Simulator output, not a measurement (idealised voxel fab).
Proc. module: voxel wiring stack
The figure presents cross-section cut, which has a width of 275 nm and is divided into square cells with an edge length of 5 nm.
Cross-section, as written here: a square-cell grid given band by band from the top down, where a band holds one or more rows of cells.
Band: top and bottom heights (nm) first, top before bottom; then materials from left to right, widths in nm. "all across" marks a sole material filling the band edge to edge. "blank" denotes empty space.
The reference from which all heights are counted is 0, the level beneath which the as-received wafer is entirely one material; the lowest band, having no lower bound, proceeds downward and is written after the example "0..down".
Graded width ("30->40"): value in top row of band = first number; value in bottom row = second number; row-to-row change constant.
"changes: none" -> step changed no cross-section cell.
"Voids, sealed": sealed empty spaces, 8 cells or more, no open way to top, listed width x height at distance, with distance from the left edge and width, height and distance in nm.
Formally, on a step line, whatever follows the settings is a remark that the simulator itself makes on the step.
"overlay nm" on a masked step: distance the mask lay right of its planned place, negative for left.

THE PLANNED PROCESS STEPS ARE ENUMERATED HEREUNDER
- 1: op RECEIVE | material Si
- 2: op CONFORMAL_DEP | material SiO2 | thk nm 10
- 3: op CONFORMAL_DEP | material SiN | thk nm 5
- 4: op DIRECTIONAL_DEP | material SiO2 | thk nm 15
- 5: op DIRECTIONAL_DEP | material aC | thk nm 10
- 6: op PATTERN | tone open | mask id METAL_1 | material resist | width nm 20 | pitch nm 40 | thk nm 25 | overlay nm 0
- 7: op DIRECTIONAL_ETCH | etch materials aC | depth nm 10
- 8: op STRIP | etch materials resist
- 9: op DIRECTIONAL_ETCH | etch materials SiO2 | depth nm 15
- 10: op DIRECTIONAL_ETCH | etch materials SiN | depth nm 5
- 11: op STRIP | etch materials aC
- 12: op CONFORMAL_DEP | material TiN | thk nm 5
- 13: op FILL_DEP | material Cu | thk nm 5
- 14: op CMP | height nm 30
- 15: op CONFORMAL_DEP | material SiCN | thk nm 5
- 16: op DIRECTIONAL_DEP | material SiO2 | thk nm 20
- 17: op MASKED_ETCH | tone open | mask id PLUG_1 | width nm 15 | pitch nm 40 | etch materials SiO2 | depth nm 20 | overlay nm 0
- 18: op MASKED_ETCH | tone open | mask id PLUG_1 | width nm 15 | pitch nm 40 | etch materials SiCN | depth nm 5 | overlay nm 0
- 19: op EPI | material Ru | thk nm 10
- 20: op EPI | material Ru | thk nm 10
- 21: op EPI | material Ru | thk nm 5
- 22: op CONFORMAL_DEP | material SiN | thk nm 5
- 23: op DIRECTIONAL_DEP | material SiO2 | thk nm 20
- 24: op DIRECTIONAL_DEP | material aC | thk nm 10
- 25: op PATTERN | tone open | mask id METAL_2 | material resist | width nm 20 | pitch nm 40 | thk nm 25 | overlay nm 0
- 26: op DIRECTIONAL_ETCH | etch materials aC | depth nm 10
- 27: op STRIP | etch materials resist
- 28: op DIRECTIONAL_ETCH | etch materials SiO2 | depth nm 20
- 29: op DIRECTIONAL_ETCH | etch materials SiN | depth nm 5
- 30: op STRIP | etch materials aC
- 31: op CONFORMAL_DEP | material TiN | thk nm 5
- 32: op FILL_DEP | material Ru | thk nm 10
- 33: op CMP | height nm 80
- 34: op CONFORMAL_DEP | material SiCN | thk nm 5
- 35: op DIRECTIONAL_DEP | material lowk | thk nm 20
- 36: op DIRECTIONAL_DEP | material aC | thk nm 15
- 37: op PATTERN | tone open | mask id PLUG_2 | material resist | width nm 15 | pitch nm 40 | thk nm 30 | overlay nm 0
- 38: op DIRECTIONAL_ETCH | etch materials aC | depth nm 15
- 39: op STRIP | etch materials resist
- 40: op DIRECTIONAL_ETCH | etch materials lowk | depth nm 20
- 41: op DIRECTIONAL_ETCH | etch materials SiCN | depth nm 5
- 42: op STRIP | etch materials aC
- 43: op CONFORMAL_DEP | material TiN | thk nm 5
- 44: op FILL_DEP | material W | thk nm 10
- 45: op CMP | height nm 105
- 46: op DIRECTIONAL_DEP | material TiN | thk nm 5
- 47: op DIRECTIONAL_DEP | material W | thk nm 15
- 48: op MASKED_ETCH | tone cover | mask id METAL_3 | width nm 20 | pitch nm 40 | etch materials W | depth nm 15 | overlay nm 0
- 49: op MASKED_ETCH | tone cover | mask id METAL_3 | width nm 20 | pitch nm 40 | etch materials TiN | depth nm 5 | overlay nm 0
- 50: op FILL_DEP | material lowk | thk nm 5
- 51: op CMP | height nm 125
- 52: op CONFORMAL_DEP | material SiCN | thk nm 5

THIS IS THE CROSS-SECTION OF THE WAFER AS WE RECEIVED IT, I.E. AFTER STEP 1
- 0..down  Si all across
- Voids, sealed: none

CROSS-SECTION TAKEN AT MODULE COMPLETION ON THE FIRST OF TWO WAFERS; PROCESSED PER THE PLAN
- 130..125  SiCN all across
- 125..110  65 nm lowk  20 nm W  20 nm lowk  20 nm W  20 nm lowk  20 nm W  20 nm lowk  20 nm W  70 nm lowk
- 110..105  65 nm lowk  20 nm TiN  20 nm lowk  20 nm TiN  20 nm lowk  20 nm TiN  20 nm lowk  20 nm TiN  70 nm lowk
- 105..85  65 nm lowk  5 nm TiN  5 nm W  5 nm TiN  25 nm lowk  5 nm TiN  5 nm W  5 nm TiN  25 nm lowk  5 nm TiN  5 nm W  5 nm TiN  25 nm lowk  5 nm TiN  5 nm W  5 nm TiN  75 nm lowk
- 85..80  65 nm SiCN  15 nm TiN  25 nm SiCN  15 nm TiN  25 nm SiCN  15 nm TiN  25 nm SiCN  15 nm TiN  75 nm SiCN
- 80..60  65 nm SiO2  5 nm TiN  10 nm Ru  5 nm TiN  20 nm SiO2  5 nm TiN  10 nm Ru  5 nm TiN  20 nm SiO2  5 nm TiN  10 nm Ru  5 nm TiN  20 nm SiO2  5 nm TiN  10 nm Ru  5 nm TiN  70 nm SiO2
- 60..55  65 nm SiN  20 nm TiN  20 nm SiN  20 nm TiN  20 nm SiN  20 nm TiN  20 nm SiN  20 nm TiN  70 nm SiN
- 55..35  65 nm SiO2  15 nm Ru  25 nm SiO2  15 nm Ru  25 nm SiO2  15 nm Ru  25 nm SiO2  15 nm Ru  75 nm SiO2
- 35..30  65 nm SiCN  15 nm Ru  25 nm SiCN  15 nm Ru  25 nm SiCN  15 nm Ru  25 nm SiCN  15 nm Ru  75 nm SiCN
- 30..15  65 nm SiO2  5 nm TiN  10 nm Cu  5 nm TiN  20 nm SiO2  5 nm TiN  10 nm Cu  5 nm TiN  20 nm SiO2  5 nm TiN  10 nm Cu  5 nm TiN  20 nm SiO2  5 nm TiN  10 nm Cu  5 nm TiN  70 nm SiO2
- 15..10  65 nm SiN  20 nm TiN  20 nm SiN  20 nm TiN  20 nm SiN  20 nm TiN  20 nm SiN  20 nm TiN  70 nm SiN
- 10..0  SiO2 all across
- 0..down  Si all across
- Voids, sealed: none

CROSS-SECTION, SECOND WAFER: SAME START AS THE FIRST, SAME PLAN AS THE FIRST, ONE MISTAKE IN RUNNING IT; TAKEN AT THE END OF THE MODULE
- 130..125  SiCN all across
- 125..120  65 nm lowk  20 nm TiN  20 nm lowk  20 nm TiN  20 nm lowk  20 nm TiN  20 nm lowk  20 nm TiN  70 nm lowk
- 120..105  W all across
- 105..85  65 nm lowk  5 nm TiN  5 nm W  5 nm TiN  25 nm lowk  5 nm TiN  5 nm W  5 nm TiN  25 nm lowk  5 nm TiN  5 nm W  5 nm TiN  25 nm lowk  5 nm TiN  5 nm W  5 nm TiN  75 nm lowk
- 85..80  65 nm SiCN  15 nm TiN  25 nm SiCN  15 nm TiN  25 nm SiCN  15 nm TiN  25 nm SiCN  15 nm TiN  75 nm SiCN
- 80..60  65 nm SiO2  5 nm TiN  10 nm Ru  5 nm TiN  20 nm SiO2  5 nm TiN  10 nm Ru  5 nm TiN  20 nm SiO2  5 nm TiN  10 nm Ru  5 nm TiN  20 nm SiO2  5 nm TiN  10 nm Ru  5 nm TiN  70 nm SiO2
- 60..55  65 nm SiN  20 nm TiN  20 nm SiN  20 nm TiN  20 nm SiN  20 nm TiN  20 nm SiN  20 nm TiN  70 nm SiN
- 55..35  65 nm SiO2  15 nm Ru  25 nm SiO2  15 nm Ru  25 nm SiO2  15 nm Ru  25 nm SiO2  15 nm Ru  75 nm SiO2
- 35..30  65 nm SiCN  15 nm Ru  25 nm SiCN  15 nm Ru  25 nm SiCN  15 nm Ru  25 nm SiCN  15 nm Ru  75 nm SiCN
- 30..15  65 nm SiO2  5 nm TiN  10 nm Cu  5 nm TiN  20 nm SiO2  5 nm TiN  10 nm Cu  5 nm TiN  20 nm SiO2  5 nm TiN  10 nm Cu  5 nm TiN  20 nm SiO2  5 nm TiN  10 nm Cu  5 nm TiN  70 nm SiO2
- 15..10  65 nm SiN  20 nm TiN  20 nm SiN  20 nm TiN  20 nm SiN  20 nm TiN  20 nm SiN  20 nm TiN  70 nm SiN
- 10..0  SiO2 all across
- 0..down  Si all across
- Voids, sealed: none
The plan and the run diverged here: steps 46 and 47: order swapped relative to plan
Final tally in cells, some materials are higher or lower on the second wafer than on the first: W: 117 more, lowk: 117 fewer
